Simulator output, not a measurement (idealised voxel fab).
This is a process module. Its name is voxel self aligned contacts.
Xsec cut, 180 nm wide, square cell size 5 nm.
For the purposes of this document, a cross-section shall be understood as a grid of square cells, specified as bands listed in top-to-bottom order, each band consisting of one or more rows of cells.
Quick guide to a band line: top height, bottom height (nm) up front; then every material left to right with its width in nm. Only one material and it's marked "full width"? Then it fills the band edge to edge. And "empty" just means empty space.
A quick word on heights: they are counted from 0, and under that level the wafer as it came to us is one material throughout. The lowest band is different from the rest in having no bottom; it simply continues downward, written as in "top 0, no bottom".
The expression "30->40" gives the width at the extremes of the band, the first number at its top row of cells and the second at its bottom row, with the width changing by equal amounts from each row to the next in between.
No cell of the cross-section changed in a step that is given as "no alterations made".
"Closed-off voids" enumerates empty spaces isolated from the top, with no open way to it, that contain at least 8 cells, giving each as width x height at distance from the left edge, all three in nm.
On each step's line, the part that comes after the settings is the simulator's own comment on the step.
The optional step-line setting "overlay nm" applies to steps with a mask and quantifies how far to the right of its planned location the mask lay, a negative value indicating leftward placement.
-- plan
1) RECEIVE, material Si
2) CONFORMAL_DEP, material SiO2, thk nm 5
3) DIRECTIONAL_DEP, material polySi, thk nm 20
4) DIRECTIONAL_DEP, material SiN, thk nm 20
5) MASKED_ETCH, tone cover, mask id GATE, width nm 30, pitch nm 75, etch materials SiN, depth nm 20, overlay nm 0
6) MASKED_ETCH, tone cover, mask id GATE, width nm 30, pitch nm 75, etch materials polySi, depth nm 20, overlay nm 0
7) CONFORMAL_DEP, material SiN, thk nm 10
8) DIRECTIONAL_ETCH, etch materials SiN, depth nm 10
9) FILL_DEP, material SiO2, thk nm 10
10) CMP, height nm 50
11) PATTERN, tone open, mask id CONTACT, material resist, width nm 55, thk nm 20, overlay nm 0
12) DIRECTIONAL_ETCH, etch materials SiO2, depth nm 50
13) STRIP, etch materials resist
14) CONFORMAL_DEP, material TiN, thk nm 5
15) FILL_DEP, material Ru, thk nm 5
16) CMP, height nm 50
17) CONFORMAL_DEP, material SiCN, thk nm 5
-- First of two wafers, processed according to plan
-- Cross-section, incoming material, after step 1
* top 0, no bottom | Si full width
* Closed-off voids: none
-- How the wafer stands in section after step 2
* top 5, bottom 0 | SiO2 full width
* Beneath the level 0, the cross-section is identical to its previous state.
-- How the wafer stands in section after step 3
* top 25, bottom 5 | polySi full width
* Beneath the level 5, the cross-section is identical to its previous state.
-- How the wafer stands in section after step 4
* top 45, bottom 25 | SiN full width
* Beneath the level 25, the cross-section is identical to its previous state.
-- How the wafer stands in section after step 5
* top 45, bottom 25 | empty (35), then SiN (30), then empty (45), then SiN (30), then empty (40)
* Beneath the level 25, the cross-section is identical to its previous state.
-- How the wafer stands in section after step 6
* top 45, bottom 25 | empty (35), then SiN (30), then empty (45), then SiN (30), then empty (40)
* top 25, bottom 5 | empty (35), then polySi (30), then empty (45), then polySi (30), then empty (40)
* Beneath the level 5, the cross-section is identical to its previous state.
-- How the wafer stands in section after step 7
* top 55, bottom 25 | empty (25), then SiN (50), then empty (25), then SiN (50), then empty (30)
* top 25, bottom 15 | empty (25), then SiN (10), then polySi (30), then SiN (10), then empty (25), then SiN (10), then polySi (30), then SiN (10), then empty (30)
* top 15, bottom 5 | SiN (35), then polySi (30), then SiN (45), then polySi (30), then SiN (40)
* Beneath the level 5, the cross-section is identical to its previous state.
-- How the wafer stands in section after step 8
* top 45, bottom 25 | empty (25), then SiN (50), then empty (25), then SiN (50), then empty (30)
* top 25, bottom 5 | empty (25), then SiN (10), then polySi (30), then SiN (10), then empty (25), then SiN (10), then polySi (30), then SiN (10), then empty (30)
* Beneath the level 5, the cross-section is identical to its previous state.
-- How the wafer stands in section after step 9
* top 55, bottom 45 | SiO2 full width
* top 45, bottom 25 | SiO2 (25), then SiN (50), then SiO2 (25), then SiN (50), then SiO2 (30)
* top 25, bottom 5 | SiO2 (25), then SiN (10), then polySi (30), then SiN (10), then SiO2 (25), then SiN (10), then polySi (30), then SiN (10), then SiO2 (30)
* Beneath the level 5, the cross-section is identical to its previous state.
-- How the wafer stands in section after step 10
* top 50, bottom 45 | SiO2 full width
* Beneath the level 45, the cross-section is identical to its previous state.
-- How the wafer stands in section after step 11
* top 70, bottom 50 | resist (60), then empty (55), then resist (65)
* Beneath the level 50, the cross-section is identical to its previous state.
-- How the wafer stands in section after step 12
* top 70, bottom 50 | resist (60), then empty (55), then resist (65)
* top 50, bottom 45 | SiO2 (60), then empty (55), then SiO2 (65)
* top 45, bottom 25 | SiO2 (25), then SiN (50), then empty (25), then SiN (50), then SiO2 (30)
* top 25, bottom 5 | SiO2 (25), then SiN (10), then polySi (30), then SiN (10), then empty (25), then SiN (10), then polySi (30), then SiN (10), then SiO2 (30)
* top 5, bottom 0 | SiO2 (75), then empty (25), then SiO2 (80)
* Beneath the level 0, the cross-section is identical to its previous state.
-- How the wafer stands in section after step 13
* top 50, bottom 45 | SiO2 (60), then empty (55), then SiO2 (65)
* Beneath the level 45, the cross-section is identical to its previous state.
-- How the wafer stands in section after step 14
* top 55, bottom 50 | TiN (65), then empty (45), then TiN (70)
* top 50, bottom 45 | SiO2 (60), then TiN (20), then empty (15), then TiN (20), then SiO2 (65)
* top 45, bottom 25 | SiO2 (25), then SiN (50), then TiN (5), then empty (15), then TiN (5), then SiN (50), then SiO2 (30)
* top 25, bottom 5 | SiO2 (25), then SiN (10), then polySi (30), then SiN (10), then TiN (5), then empty (15), then TiN (5), then SiN (10), then polySi (30), then SiN (10), then SiO2 (30)
* top 5, bottom 0 | SiO2 (75), then TiN (25), then SiO2 (80)
* Beneath the level 0, the cross-section is identical to its previous state.
-- How the wafer stands in section after step 15
* top 60, bottom 55 | Ru full width
* top 55, bottom 50 | TiN (65), then Ru (45), then TiN (70)
* top 50, bottom 45 | SiO2 (60), then TiN (20), then Ru (15), then TiN (20), then SiO2 (65)
* top 45, bottom 25 | SiO2 (25), then SiN (50), then TiN (5), then Ru (15), then TiN (5), then SiN (50), then SiO2 (30)
* top 25, bottom 5 | SiO2 (25), then SiN (10), then polySi (30), then SiN (10), then TiN (5), then Ru (15), then TiN (5), then SiN (10), then polySi (30), then SiN (10), then SiO2 (30)
* Beneath the level 5, the cross-section is identical to its previous state.
-- How the wafer stands in section after step 16
* top 50, bottom 45 | SiO2 (60), then TiN (20), then Ru (15), then TiN (20), then SiO2 (65)
* Beneath the level 45, the cross-section is identical to its previous state.
-- How the wafer stands in section after step 17
* top 55, bottom 50 | SiCN full width
* Beneath the level 50, the cross-section is identical to its previous state.
-- Second Wafer (Identical Start and Plan, One Processing Error; Matches First Wafer Through Step 16)
-- Second wafer, cut view, end of step 17 per plan
* top 65, bottom 50 | SiCN full width
* Beneath the level 50, the cross-section is identical to its previous state.
What was done differently from what was planned? step 17 ran as: CONFORMAL_DEP, material SiCN, thk nm 15
Final cells, second wafer relative to first, materials higher or lower: SiCN: 72 more
